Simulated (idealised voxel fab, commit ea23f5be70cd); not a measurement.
The name of this process module is voxel plated lines.
270 nm wide, 5 nm square cells: that's cross-section cut.
Cross-sections here: square-cell grids, written as top-down lists of bands, a band being one or more rows of cells.
Heads up on the band format: heights come first, top then bottom, in nm. After that it's the materials left to right, each with its width in nm. A single material flagged "everywhere" fills the whole band edge to edge, and "air" means there's empty space there.
It should be noted that heights are counted from 0, beneath which the wafer as supplied is of one material throughout, and that the lowest band possesses no lower boundary but continues downward, as written in "z 0 and below".
Note: "30..40" means the width goes from the first number (top row of the band) to the second number (bottom row) in equal steps per row of cells.
Where the words "same as before" appear for a step, the cross-section shows no cell changed by that step; every cell remained as before.
Under "Completely sealed voids" you'll find the enclosed gaps, the ones with no way out to the top, that are 8 cells or bigger; each reads width x height at distance, with distance counted from the left edge, everything in nm.
after a step's settings: what the simulator itself notes on the step
Regarding "overlay nm": on a step with a mask, it is the distance the mask lay to the right of its planned place; a negative value places it to the left.
Listed below are the process steps as planned:
1: RECEIVE | material Si
2: CONFORMAL_DEP | material SiN | thk nm 5
3: DIRECTIONAL_DEP | material TiN | thk nm 5
4: PATTERN | tone open | mask id LINES | material resist | width nm 20 | pitch nm 40 | thk nm 20 | overlay nm 0
5: EPI | material Ru | thk nm 5
6: STRIP | etch materials resist
7: DIRECTIONAL_ETCH | etch materials TiN | depth nm 5
8: CONFORMAL_DEP | material SiCN | thk nm 5
Among the wafers covered here, the point of difference is the thk nm at step 3; their starting state is shared, and the plan presents the value of the first wafer.
Cross-section of the first incoming wafer of several, state after step 1:
- z 0 and below | Si everywhere
- Completely sealed voids: none
First of several wafers, sectioned at end of module (last step: step 8):
- z 20 to 15 | 100 of air  30 of SiCN  10 of air  30 of SiCN  100 of air
- z 15 to 10 | 100 of air  5 of SiCN  20 of Ru  5 of SiCN  10 of air  5 of SiCN  20 of Ru  5 of SiCN  100 of air
- z 10 to 5 | 105 of SiCN  20 of TiN  20 of SiCN  20 of TiN  105 of SiCN
- z 5 to 0 | SiN everywhere
- z 0 and below | Si everywhere
- Completely sealed voids: none
Last-wafer cross-section at the end of the module:
- z 35 to 30 | 100 of air  30 of SiCN  10 of air  30 of SiCN  100 of air
- z 30 to 25 | 100 of air  5 of SiCN  20 of Ru  5 of SiCN  10 of air  5 of SiCN  20 of Ru  5 of SiCN  100 of air
- z 25 to 20 | 105 of SiCN  20 of TiN  20 of SiCN  20 of TiN  105 of SiCN
- z 20 to 5 | TiN everywhere
- z 5 to 0 | SiN everywhere
- z 0 and below | Si everywhere
- Completely sealed voids: none
What follows is a table in which each wafer occupies a row; for the wafer as it stands at the close of the module, the row states, material by material, how many cells have been gained (+) or lost (-) since receipt, and then gives its closed voids:
thk nm 5; +8 Ru; +62 SiCN; +54 SiN; +8 TiN; Completely sealed voids: none
thk nm 10; +8 Ru; +62 SiCN; +54 SiN; +62 TiN; Completely sealed voids: none
thk nm 15; +8 Ru; +62 SiCN; +54 SiN; +116 TiN; Completely sealed voids: none
thk nm 20; +8 Ru; +62 SiCN; +54 SiN; +170 TiN; Completely sealed voids: none
